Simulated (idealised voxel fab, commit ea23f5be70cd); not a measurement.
The process module that follows is named voxel released beams.
FYI the section here is cut, 255 nm wide, cells are 5 nm squares.
Throughout this document, each cross-section is represented as a grid of square cells and is presented as a sequence of bands enumerated from the top downward, where a band comprises one or more rows of cells.
Read a band's entry like this: the first values are the height of its top and the height of its bottom in nm, and what follows is the sequence of materials from left to right, each with its width in nm. Note that "air" is empty space, and that a single material marked "throughout" reaches across the band from edge to edge.
A quick word on heights: they are counted from 0, and under that level the wafer as it came to us is one material throughout. The lowest band is different from the rest in having no bottom; it simply continues downward, written as in "from 0 down".
Read "30..40" as a graded width: first number on top, second number at the bottom, same change between each pair of neighbouring rows.
Given "nothing altered" for a step, no cell of the cross-section differs between before and after that step.
For the entry "Unvented internal voids", the listed items are empty spaces with no open way to the top whose size is 8 cells or more; each item follows the pattern width x height at distance, where distance is from the left edge and all three are in nm.
On a step's line, text after the settings is the simulator commenting on that step.
overlay nm: where the mask lay relative to plan, measured to the right, on steps with a mask; negatives go left.

LISTED BELOW ARE THE PROCESS STEPS AS PLANNED
1,RECEIVE (material Si)
2,CONFORMAL_DEP (material Al2O3; thk nm 10)
3,DIRECTIONAL_DEP (material SiO2; thk nm 15)
4,DIRECTIONAL_DEP (material aC; thk nm 15)
5,PATTERN (tone open; mask id ANCHOR; material resist; width nm 45; thk nm 30; overlay nm 0)
6,DIRECTIONAL_ETCH (etch materials aC; depth nm 15)
7,STRIP (etch materials resist)
8,DIRECTIONAL_ETCH (etch materials SiO2; depth nm 15)
9,STRIP (etch materials aC)
10,CONFORMAL_DEP (material polySi; thk nm 15)
11,PATTERN (tone cover; mask id BEAM; material resist; width nm 110; thk nm 20; overlay nm 0)
12,DIRECTIONAL_ETCH (etch materials polySi; depth nm 15)
13,STRIP (etch materials resist)
14,STRIP (etch materials SiO2)

CROSS-SECTION OF THE INCOMING WAFER, STATE AFTER STEP 1
* from 0 down: Si throughout
* Unvented internal voids: none

WAFER CROSS-SECTION AT END OF MODULE: START AND PLAN AS SHOWN ABOVE, ONE EXECUTION ERROR
* from 40 to 25: air 70 / polySi 65 / air 120
* from 25 to 10: air 60 / polySi 15 / SiO2 45 / polySi 60 / air 75
* from 10 to 0: Al2O3 throughout
* from 0 down: Si throughout
* Unvented internal voids: none
Which mistake was made when the wafer was run? step 5 went in with a setting other than planned; the actual run was PATTERN (tone cover; mask id ANCHOR; material resist; width nm 45; thk nm 30; overlay nm 0)
